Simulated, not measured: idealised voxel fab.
process module | voxel local oxidation
cross-section cut | 190 nm wide | cells 5 nm
A cross-section is a grid of square cells, given in bands from the top down. A band is one or more rows of cells.
Each band's line starts with the height of the band's top and of its bottom, in nm. Then come its materials from left to right, each with its width in nm. One material with "throughout" fills the band from edge to edge. "air" is empty space.
Height 0 is the level under which the wafer as received is all one material. The lowest band goes on downwards, as in "0 down".
A width such as "30 to 40" changes by the same amount from each row of cells to the next, from the band's top row to its bottom row.
"no change" after a step means that no cell of the cross-section changed.
closed voids: empty space of 8 cells or more with no open way to the top, each as width x height at its distance from the left edge, in nm
after a step's settings: what the simulator itself notes on the step
overlay nm, on a step with a mask: how far to the right of its planned place the mask lay; to the left if negative
plan
1 op RECEIVE | material Si
2 op OXIDIZE | depth nm 5
3 op CONFORMAL_DEP | material SiN | thk nm 15
4 op MASKED_ETCH | tone cover | mask id ACTIVE | width nm 90 | etch materials SiN | depth nm 15 | overlay nm 0
5 op SELECTIVE_ETCH | etch materials SiO2 | depth nm 5
6 op OXIDIZE | depth nm 10
7 op STRIP | etch materials SiN
as received, after step 1
  0 down: Si throughout
  closed voids: none
a wafer at the end: this start, this plan, one mistake
  0 to -5: air 55 | SiO2 80 | air 55
  -5 to -15: SiO2 throughout
  -15 down: Si throughout
  closed voids: none
what went wrong: step 2 ran as: op OXIDIZE | depth nm 15
